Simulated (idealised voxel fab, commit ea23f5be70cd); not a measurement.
You're looking at the process module voxel ribs on slabs.
Each square cell in cross-section cut measures 5 nm, and the section as a whole is 175 nm wide.
Cross-sections here: square-cell grids, written as top-down lists of bands, a band being one or more rows of cells. Each band's line starts with the height of the band's top and of its bottom, in nm. Then come its materials from left to right, each with its width in nm. One material with "full width" fills the band from edge to edge. "empty" is empty space. Height datum 0, below which the as-received substrate wafer is one material. Lowest band open at the bottom, running downward: "0 -> down". With a width like "30..40", each row of cells in the band differs from the next by the same amount, the top row carrying the first number and the bottom row the second. Where a step carries "remained the same", the cross-section came out of it unchanged, cell for cell. "Voids, fully enclosed" lists enclosed empty spaces (at least 8 cells, no open path upward to the top), each as width x height at distance from the left edge, in nm. Post-settings text on a step line: simulator's own remark regarding the step. If you see "overlay nm" on a step's line and that step has a mask, it's telling you how far right of where it was planned the mask ended up; a negative number means it went left instead.
[Intended process steps]
| 1 | RECEIVE: material Si |
| 2 | DIRECTIONAL_DEP: material SiO2, thk nm 20 |
| 3 | DIRECTIONAL_DEP: material polySi, thk nm 15 |
| 4 | PATTERN: tone cover, mask id RIB, material resist, width nm 30, thk nm 20, overlay nm 0 |
| 5 | DIRECTIONAL_ETCH: etch materials polySi, depth nm 5 |
| 6 | STRIP: etch materials resist |
| 7 | PATTERN: tone cover, mask id SLAB, material resist, width nm 90, thk nm 20, overlay nm 0 |
| 8 | DIRECTIONAL_ETCH: etch materials polySi, depth nm 10 |
| 9 | STRIP: etch materials resist |
| 10 | FILL_DEP: material SiO2, thk nm 30 |
| 11 | CMP: height nm 55 |
| 12 | DIRECTIONAL_DEP: material TiN, thk nm 10 |
| 13 | PATTERN: tone cover, mask id HEATER, material resist, width nm 40, thk nm 20, overlay nm 0 |
| 14 | DIRECTIONAL_ETCH: etch materials TiN, depth nm 10 |
| 15 | STRIP: etch materials resist |
| 16 | CONFORMAL_DEP: material SiO2, thk nm 10 |
[as received, after step 1]
* 0 -> down = Si full width
* Voids, fully enclosed: none
[End-of-module cross-section. Starting structure and process plan as above; one mistake made in running it]
* 75 -> 65 = empty: 55 / SiO2: 60 / empty: 60
* 65 -> 55 = SiO2: 65 / TiN: 40 / SiO2: 70
* 55 -> 0 = SiO2 full width
* 0 -> down = Si full width
* Voids, fully enclosed: none
The mistake made against the process plan was this: not per plan at step 3, really ran DIRECTIONAL_DEP: material SiO2, thk nm 15
